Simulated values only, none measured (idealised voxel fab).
The following is a process module called voxel self aligned contacts.
Xsec cut, 220 nm wide, square cell size 5 nm.
We lay out every cross-section as a grid of square cells and spell it out in bands from the top down, where one band means one or more rows of cells. In this notation a band is specified by the heights of its top and bottom, in that order and in nm, after which its materials appear from left to right, each paired with its width in nm. The word "edge to edge" attached to a single material means that material fills the band from edge to edge; the word "air" stands for empty space. Convention: height 0 is the level below which the wafer, as received, is all one material. The lowest band does not terminate at the bottom but continues downward, represented as "0 nm and below". Width spec "30->40" -> top row of cells at first value, bottom row at second value, equal per-row change in between. Given "all unchanged" for a step, no cell of the cross-section differs between before and after that step. Heads up: "Sealed voids" only lists the empty pockets with no open path to the top that are 8 cells or more, and it writes them as width x height at distance, distance from the left edge, in nm. Past the settings on a step's line: simulator remark, on that step. If you see "overlay nm" on a step's line and that step has a mask, it's telling you how far right of where it was planned the mask ended up; a negative number means it went left instead.
# This section lists the process steps that were planned
1: RECEIVE: material Si
2: OXIDIZE: depth nm 5
3: DIRECTIONAL_DEP: material polySi, thk nm 25
4: DIRECTIONAL_DEP: material SiN, thk nm 20
5: PATTERN: tone cover, mask id GATE, material resist, width nm 15, pitch nm 55, thk nm 20, overlay nm 0
6: DIRECTIONAL_ETCH: etch materials SiN, depth nm 20
7: DIRECTIONAL_ETCH: etch materials polySi, depth nm 25
8: STRIP: etch materials resist
9: CONFORMAL_DEP: material SiN, thk nm 5
10: DIRECTIONAL_ETCH: etch materials SiN, depth nm 5
11: FILL_DEP: material SiO2, thk nm 15
12: CMP: height nm 50
13: PATTERN: tone open, mask id CONTACT, material resist, width nm 40, thk nm 20, overlay nm 0
14: DIRECTIONAL_ETCH: etch materials SiO2, depth nm 55
15: STRIP: etch materials resist
16: CONFORMAL_DEP: material TiN, thk nm 5
17: FILL_DEP: material Ru, thk nm 10
18: CMP: height nm 50
19: CONFORMAL_DEP: material SiN, thk nm 5
The value of width nm given for step 5 in the plan refers to the first wafer; the wafers vary in this setting and are alike at the start.
# The first of several wafers as received, shown in cross-section; this is its state after step 1
  0 nm and below: Si edge to edge
  Sealed voids: none
# End of the module, past its last step, step 19: how the first of several wafers looks in cross-section
  55 nm to 50 nm: SiN edge to edge
  50 nm to 45 nm: SiO2=90  TiN=10  Ru=20  TiN=10  SiO2=90
  45 nm to 25 nm: SiO2=70  SiN=25  TiN=5  Ru=20  TiN=5  SiN=25  SiO2=70
  25 nm to 0 nm: SiO2=70  SiN=5  polySi=15  SiN=5  TiN=5  Ru=20  TiN=5  SiN=5  polySi=15  SiN=5  SiO2=70
  0 nm to -5 nm: SiO2=95  TiN=30  SiO2=95
  -5 nm and below: Si edge to edge
  Sealed voids: none
# Module end, final wafer: cross-section
  55 nm to 50 nm: SiN edge to edge
  50 nm to 45 nm: SiO2=90  TiN=40  SiO2=90
  45 nm to 25 nm: SiO2=60  SiN=50  TiN=5  SiN=50  SiO2=55
  25 nm to 0 nm: SiO2=60  SiN=5  polySi=40  SiN=5  TiN=5  SiN=5  polySi=40  SiN=5  SiO2=55
  0 nm to -5 nm: SiO2=110  TiN=5  SiO2=105
  -5 nm and below: Si edge to edge
  Sealed voids: none
# Heads up, this table goes wafer by wafer. A row tells you, at the end of the module, how many cells of each material that wafer has put on (+) or dropped (-) since it was received, and then its closed voids
width nm 15; +40 Ru; -44 Si; +104 SiN; +326 SiO2; +28 TiN; +30 polySi; Sealed voids: none
width nm 20; +30 Ru; -44 Si; +112 SiN; +318 SiO2; +28 TiN; +40 polySi; Sealed voids: none
width nm 25; +20 Ru; -44 Si; +120 SiN; +310 SiO2; +28 TiN; +50 polySi; Sealed voids: none
width nm 30; +10 Ru; -44 Si; +128 SiN; +302 SiO2; +28 TiN; +60 polySi; Sealed voids: none
width nm 35; -44 Si; +136 SiN; +294 SiO2; +28 TiN; +70 polySi; Sealed voids: none
width nm 40; -44 Si; +144 SiN; +286 SiO2; +18 TiN; +80 polySi; Sealed voids: none
